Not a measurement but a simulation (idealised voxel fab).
The following is a process module called voxel self aligned vias.
Shown is cross-section cut, with a width of 205 nm and square cells of size 5 nm.
Throughout this document, each cross-section is represented as a grid of square cells and is presented as a sequence of bands enumerated from the top downward, where a band comprises one or more rows of cells. Quick guide to a band line: top height, bottom height (nm) up front; then every material left to right with its width in nm. Only one material and it's marked "throughout"? Then it fills the band edge to edge. And "empty" just means empty space. Heights are measured from 0, the level below which the as-received wafer is all one material; the lowest band has no bottom and continues downward, written as in "0 nm and below". With a width like "30..40", each row of cells in the band differs from the next by the same amount, the top row carrying the first number and the bottom row the second. Step note "same as before" = no cross-section cell changed. You'll see "Sealed internal voids" listing empty spaces that have no way open to the top, as long as they're 8 cells or more; the notation is width x height at distance, where the distance is from the left edge, and all of it is in nm. Heads up: the bit after the settings on a step's line is the simulator's remark on that step. overlay nm: mask offset rightward from planned place, masked step; negative means leftward offset.

Process steps foreseen in the plan:
1 RECEIVE | material Si
2 CONFORMAL_DEP | material SiO2 | thk nm 10
3 CONFORMAL_DEP | material SiCN | thk nm 5
4 DIRECTIONAL_DEP | material SiO2 | thk nm 25
5 PATTERN | tone open | mask id LINES | material resist | width nm 20 | pitch nm 65 | thk nm 20 | overlay nm 0
6 DIRECTIONAL_ETCH | etch materials SiO2 | depth nm 25
7 STRIP | etch materials resist
8 CONFORMAL_DEP | material TiN | thk nm 5
9 FILL_DEP | material W | thk nm 10
10 CMP | height nm 40
11 SELECTIVE_ETCH | etch materials W Ru TiN | depth nm 5
12 FILL_DEP | material SiN | thk nm 5
13 CMP | height nm 40
14 DIRECTIONAL_DEP | material SiO2 | thk nm 20
15 PATTERN | tone open | mask id VIAS | material resist | width nm 40 | pitch nm 130 | thk nm 20 | overlay nm 0
16 DIRECTIONAL_ETCH | etch materials SiO2 | depth nm 20
17 DIRECTIONAL_ETCH | etch materials SiN | depth nm 5
18 STRIP | etch materials resist
19 CONFORMAL_DEP | material TiN | thk nm 5
20 FILL_DEP | material Ru | thk nm 5
21 CMP | height nm 60
22 CONFORMAL_DEP | material SiN | thk nm 5

Received-state cross-section, reflecting completion of step 1:
* 0 nm and below | Si throughout
* Sealed internal voids: none

Cross-section: first of two wafers, module finished, run according to plan:
* 65 nm to 60 nm | SiN throughout
* 60 nm to 45 nm | 15 SiO2 / 5 TiN / 30 Ru / 5 TiN / 90 SiO2 / 5 TiN / 30 Ru / 5 TiN / 20 SiO2
* 45 nm to 40 nm | 15 SiO2 / 15 TiN / 10 Ru / 15 TiN / 90 SiO2 / 15 TiN / 10 Ru / 15 TiN / 20 SiO2
* 40 nm to 35 nm | 25 SiO2 / 20 TiN / 45 SiO2 / 20 SiN / 45 SiO2 / 20 TiN / 30 SiO2
* 35 nm to 20 nm | 25 SiO2 / 5 TiN / 10 W / 5 TiN / 45 SiO2 / 5 TiN / 10 W / 5 TiN / 45 SiO2 / 5 TiN / 10 W / 5 TiN / 30 SiO2
* 20 nm to 15 nm | 25 SiO2 / 20 TiN / 45 SiO2 / 20 TiN / 45 SiO2 / 20 TiN / 30 SiO2
* 15 nm to 10 nm | SiCN throughout
* 10 nm to 0 nm | SiO2 throughout
* 0 nm and below | Si throughout
* Sealed internal voids: none

End-of-module cross-section of the second wafer: identical starting point and process plan to the first, with one processing mistake:
* 65 nm to 60 nm | SiN throughout
* 60 nm to 40 nm | 15 SiO2 / 5 TiN / 30 Ru / 5 TiN / 90 SiO2 / 5 TiN / 30 Ru / 5 TiN / 20 SiO2
* 40 nm to 35 nm | 15 SiN / 40 TiN / 90 SiN / 40 TiN / 20 SiN
* 35 nm to 30 nm | 30 TiN / 10 W / 55 TiN / 10 W / 55 TiN / 10 W / 35 TiN
* 30 nm to 10 nm | 25 SiO2 / 5 TiN / 10 W / 5 TiN / 45 SiO2 / 5 TiN / 10 W / 5 TiN / 45 SiO2 / 5 TiN / 10 W / 5 TiN / 30 SiO2
* 10 nm to 5 nm | 25 SiO2 / 20 TiN / 45 SiO2 / 20 TiN / 45 SiO2 / 20 TiN / 30 SiO2
* 5 nm to 0 nm | SiCN throughout
* 0 nm and below | Si throughout
* Sealed internal voids: none
What was done differently from what was planned? step 2 of the plan was omitted and not executed
Heads up, by the end the second wafer has more or fewer cells of some materials compared to the first: Ru: 8 more, SiN: 21 more, SiO2: 82 fewer, TiN: 41 more, W: 12 more
